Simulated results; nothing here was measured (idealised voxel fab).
process module | voxel transistor to metal
cross-section cut | 170 nm wide | cells 5 nm
A cross-section is a grid of square cells, given in bands from the top down. A band is one or more rows of cells.
Each band's line starts with the height of the band's top and of its bottom, in nm. Then come its materials from left to right, each with its width in nm. One material with "throughout" fills the band from edge to edge. "air" is empty space.
Height 0 is the level under which the wafer as received is all one material. The lowest band goes on downwards, as in "0 down".
A width such as "30 to 40" changes by the same amount from each row of cells to the next, from the band's top row to its bottom row.
"no change" after a step means that no cell of the cross-section changed.
closed voids: empty space of 8 cells or more with no open way to the top, each as width x height at its distance from the left edge, in nm
after a step's settings: what the simulator itself notes on the step
overlay nm, on a step with a mask: how far to the right of its planned place the mask lay; to the left if negative
plan
1 op RECEIVE | material Si
2 op OXIDIZE | depth nm 5
3 op CONFORMAL_DEP | material SiN | thk nm 15
4 op DIRECTIONAL_DEP | material aC | thk nm 15
5 op PATTERN | tone cover | mask id ACTIVE | material resist | width nm 115 | thk nm 30 | overlay nm 0
6 op DIRECTIONAL_ETCH | etch materials aC | depth nm 15
7 op STRIP | etch materials resist
8 op DIRECTIONAL_ETCH | etch materials SiN | depth nm 15
9 op DIRECTIONAL_ETCH | etch materials SiO2 | depth nm 5
10 op DIRECTIONAL_ETCH | etch materials Si | depth nm 30
11 op STRIP | etch materials aC
12 op OXIDIZE | depth nm 5
13 op FILL_DEP | material SiO2 | thk nm 5
14 op CMP | height nm 15
15 op SELECTIVE_ETCH | etch materials SiO2 | depth nm 10
16 op STRIP | etch materials SiN
17 op SELECTIVE_ETCH | etch materials SiO2 | depth nm 5
18 op OXIDIZE | depth nm 5
19 op DIRECTIONAL_DEP | material polySi | thk nm 30
20 op DIRECTIONAL_DEP | material SiCN | thk nm 10
21 op DIRECTIONAL_DEP | material aC | thk nm 10
22 op PATTERN | tone cover | mask id GATE | material resist | width nm 25 | thk nm 30 | overlay nm 0
23 op DIRECTIONAL_ETCH | etch materials aC | depth nm 10
24 op STRIP | etch materials resist
25 op DIRECTIONAL_ETCH | etch materials SiCN | depth nm 20
26 op DIRECTIONAL_ETCH | etch materials polySi | depth nm 40
27 op STRIP | etch materials aC
28 op CONFORMAL_DEP | material SiO2 | thk nm 5
29 op DIRECTIONAL_ETCH | etch materials SiO2 | depth nm 5
30 op CONFORMAL_DEP | material SiN | thk nm 5
31 op DIRECTIONAL_ETCH | etch materials SiN | depth nm 5
32 op DIRECTIONAL_ETCH | etch materials SiO2 | depth nm 5
33 op EPI | material nSi | thk nm 5
34 op FILL_DEP | material SiO2 | thk nm 5
35 op CMP | height nm 35
36 op DIRECTIONAL_DEP | material SiO2 | thk nm 10
37 op DIRECTIONAL_DEP | material aC | thk nm 10
38 op PATTERN | tone open | mask id CONTACT | material resist | width nm 30 | pitch nm 65 | thk nm 30 | overlay nm 0
39 op DIRECTIONAL_ETCH | etch materials aC | depth nm 10
40 op STRIP | etch materials resist
41 op DIRECTIONAL_ETCH | etch materials SiO2 | depth nm 50
42 op STRIP | etch materials aC
43 op CONFORMAL_DEP | material TiN | thk nm 5
44 op FILL_DEP | material Ru | thk nm 10
45 op CMP | height nm 45
46 op DIRECTIONAL_DEP | material TiN | thk nm 5
47 op DIRECTIONAL_DEP | material Ru | thk nm 20
48 op MASKED_ETCH | tone cover | mask id METAL_1 | width nm 15 | pitch nm 80 | etch materials Ru | depth nm 20 | overlay nm 0
49 op MASKED_ETCH | tone cover | mask id METAL_1 | width nm 15 | pitch nm 80 | etch materials TiN | depth nm 5 | overlay nm 0
50 op FILL_DEP | material SiO2 | thk nm 10
51 op CMP | height nm 70
52 op CONFORMAL_DEP | material SiCN | thk nm 5
53 op DIRECTIONAL_DEP | material SiO2 | thk nm 30
54 op MASKED_ETCH | tone open | mask id METAL_2 | width nm 15 | pitch nm 80 | etch materials SiO2 | depth nm 15 | overlay nm 0
55 op DIRECTIONAL_DEP | material aC | thk nm 10
56 op PATTERN | tone open | mask id METAL_2_HOLES | material resist | width nm 15 | pitch nm 80 | thk nm 25 | overlay nm 0
57 op DIRECTIONAL_ETCH | etch materials aC | depth nm 10
58 op STRIP | etch materials resist
59 op DIRECTIONAL_ETCH | etch materials SiO2 | depth nm 15
60 op DIRECTIONAL_ETCH | etch materials SiCN | depth nm 5
61 op STRIP | etch materials aC
62 op CONFORMAL_DEP | material TiN | thk nm 5
63 op FILL_DEP | material Cu | thk nm 10
64 op CMP | height nm 105
65 op CONFORMAL_DEP | material SiN | thk nm 5
as received, after step 1
  0 down: Si throughout
  closed voids: none
a wafer at the end: this start, this plan, one mistake
  110 to 105: SiN throughout
  105 to 75: SiO2 throughout
  75 to 70: SiCN throughout
  70 to 50: SiO2 35 | Ru 15 | SiO2 65 | Ru 15 | SiO2 40
  50 to 45: SiO2 35 | TiN 15 | SiO2 65 | TiN 15 | SiO2 40
  45 to 35: SiO2 35 | TiN 5 | Ru 20 to 15 | TiN 5 to 10 | SiO2 35 | TiN 5 to 10 | Ru 20 to 15 | TiN 5 | SiO2 40
  35 to 25: SiO2 35 | TiN 5 | Ru 15 | TiN 5 | SiN 5 | SiO2 5 | SiCN 25 | SiO2 5 | SiN 5 | TiN 5 | Ru 15 | TiN 5 | SiO2 40
  25 to 0: SiO2 35 | TiN 5 | Ru 15 | TiN 5 | SiN 5 | SiO2 5 | polySi 25 | SiO2 5 | SiN 5 | TiN 5 | Ru 15 | TiN 5 | SiO2 40
  0 to -5: SiO2 25 | SiN 5 | SiO2 5 | TiN 25 | SiN 5 | SiO2 5 | polySi 25 | SiO2 5 | SiN 5 | TiN 25 | SiO2 5 | SiN 5 | SiO2 30
  -5 to -10: SiO2 30 | nSi 30 | SiO2 45 | nSi 30 | SiO2 35
  -10 to -40: SiO2 30 | Si 105 | SiO2 35
  -40 down: Si throughout
  closed voids: none
what went wrong: step 53 was run twice
